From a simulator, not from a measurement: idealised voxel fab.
Proc. module: voxel local oxidation
The width of the displayed cross-section, cut, is 140 nm; its cells are square, with a size of 5 nm.
Cross-section spec: square-cell grid; bands listed top down; each band is one or more rows. Band entry format. Leading values: height of top, height of bottom, nm. Remainder: materials in left-to-right order, each with its width in nm. Special words: "everywhere" on a single material, which then fills the band edge to edge; "empty", empty space. A quick word on heights: they are counted from 0, and under that level the wafer as it came to us is one material throughout. The lowest band is different from the rest in having no bottom; it simply continues downward, written as in "from 0 down". Top row gets the first number, bottom row gets the second, and each row in between changes by the same step: that is how a band width like "30->40" works. It should be understood that the words "no modifications", when stated for a given step, signify that the cross-section underwent no change in any of its cells during that step. Reported under the label "Cavities, sealed" are the empty spaces having no open way to the top and comprising 8 cells or more; the notation for each is width x height at distance, in which the distance is measured from the left edge and all three values are in nm. Whatever follows a step's settings on its line is a remark the simulator itself makes about that step. overlay nm: right-of-plan distance of the mask on a masked step; negative values mean left-of-plan.

### Steps planned for the process
1: op RECEIVE | material Si
2: op OXIDIZE | depth nm 5
3: op CONFORMAL_DEP | material SiN | thk nm 10
4: op PATTERN | tone cover | mask id ACTIVE | material resist | width nm 95 | thk nm 15 | overlay nm 0
5: op DIRECTIONAL_ETCH | etch materials SiN | depth nm 10
6: op STRIP | etch materials resist
7: op SELECTIVE_ETCH | etch materials SiO2 | depth nm 5
8: op OXIDIZE | depth nm 10
9: op STRIP | etch materials SiN

### Received-state cross-section, reflecting completion of step 1
from 0 down | Si everywhere
Cavities, sealed: none

### Same starting wafer, same plan as above, one mistake in the execution; this is the cross-section at the end of the module
from 0 to -5 | empty=25 / SiO2=85 / empty=30
from -5 to -20 | SiO2=40 / Si=55 / SiO2=45
from -20 down | Si everywhere
Cavities, sealed: none
In executing the process, a mistake was made relative to the plan: step 8 ran differently from the plan; actual operation with settings: op OXIDIZE | depth nm 15
